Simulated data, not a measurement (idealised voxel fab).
process module | voxel plated lines
cross-section cut | 180 nm wide | cells 5 nm
A cross-section is a grid of square cells, given in bands from the top down. A band is one or more rows of cells.
Each band's line starts with the height of the band's top and of its bottom, in nm. Then come its materials from left to right, each with its width in nm. One material with "throughout" fills the band from edge to edge. "air" is empty space.
Height 0 is the level under which the wafer as received is all one material. The lowest band goes on downwards, as in "0 down".
A width such as "30 to 40" changes by the same amount from each row of cells to the next, from the band's top row to its bottom row.
"no change" after a step means that no cell of the cross-section changed.
closed voids: empty space of 8 cells or more with no open way to the top, each as width x height at its distance from the left edge, in nm
after a step's settings: what the simulator itself notes on the step
overlay nm, on a step with a mask: how far to the right of its planned place the mask lay; to the left if negative
plan
1 op RECEIVE | material Si
2 op CONFORMAL_DEP | material SiN | thk nm 10
3 op DIRECTIONAL_DEP | material TiN | thk nm 5
4 op PATTERN | tone open | mask id LINES | material resist | width nm 25 | pitch nm 40 | thk nm 40 | overlay nm 0
5 op EPI | material Ru | thk nm 10
6 op EPI | material Ru | thk nm 10
7 op EPI | material Ru | thk nm 5
8 op STRIP | etch materials resist
9 op DIRECTIONAL_ETCH | etch materials TiN | depth nm 5
10 op CONFORMAL_DEP | material SiN | thk nm 10
as received, after step 1
  0 down: Si throughout
  closed voids: none
a wafer at the end: this start, this plan, one mistake
  60 to 50: air 45 | SiN 85 | air 50
  50 to 20: air 45 | SiN 10 | Ru 25 | SiN 15 | Ru 25 | SiN 10 | air 50
  20 to 15: SiN 55 | Ru 25 | SiN 15 | Ru 25 | SiN 60
  15 to 10: SiN 55 | TiN 25 | SiN 15 | TiN 25 | SiN 60
  10 to 0: SiN throughout
  0 down: Si throughout
  closed voids: none
what went wrong: one of the steps 5 and 6, which are alike, was run twice
